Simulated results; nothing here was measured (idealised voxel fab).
Process module in this document: voxel tone inversion
Cross-section cut spans 255 nm and uses square cells 5 nm in size.
Format of a cross-section: grid, square cells. Given as bands. Order: top down. Band: one or more rows of cells. Heads up on the band format: heights come first, top then bottom, in nm. After that it's the materials left to right, each with its width in nm. A single material flagged "edge to edge" fills the whole band edge to edge, and "empty" means there's empty space there. Ref level 0: as-received wafer is one material below here. Bottom band extends down with no lower bound ("0 nm and below"). Width spec "30 to 40" -> top row of cells at first value, bottom row at second value, equal per-row change in between. Step marked "no alterations made"? Then no cell in the cross-section changed in it. Listed in "Unvented internal voids": every empty space of 8 or more cells without an open way to the top. Form: width x height at distance, the distance being from the left edge, all in nm. What comes after the settings on a step's line is commentary from the simulator itself on that step. Steps that use a mask can have "overlay nm" on their line. It says how far the mask sat to the right of where it was meant to be. Negative means to the left.
List of planned process steps:
1: RECEIVE (material Si)
2: CONFORMAL_DEP (material SiN; thk nm 5)
3: DIRECTIONAL_DEP (material polySi; thk nm 15)
4: PATTERN (tone cover; mask id POSTS; material resist; width nm 25; pitch nm 40; thk nm 25; overlay nm 0)
5: DIRECTIONAL_ETCH (etch materials polySi; depth nm 15)
6: STRIP (etch materials resist)
7: FILL_DEP (material lowk; thk nm 5)
8: CMP (height nm 20)
9: STRIP (etch materials polySi)
10: CONFORMAL_DEP (material TiN; thk nm 5)
11: FILL_DEP (material Cu; thk nm 10)
12: CMP (height nm 20)
13: CONFORMAL_DEP (material SiN; thk nm 5)
Wafer at receipt (post step 1), cross-section:
    0 nm and below | Si edge to edge
    Unvented internal voids: none
Result of the module, cross-sectioned: start per above, plan per above, one error in how it was run:
    25 nm to 20 nm | SiN edge to edge
    20 nm to 10 nm | TiN: 100, then Cu: 15, then TiN: 25, then Cu: 15, then TiN: 100
    10 nm to 5 nm | TiN edge to edge
    5 nm to 0 nm | SiN edge to edge
    0 nm and below | Si edge to edge
    Unvented internal voids: none
Misprocessing identified: step 7: run off-plan, actual operation and settings FILL_DEP (material TiN; thk nm 5)
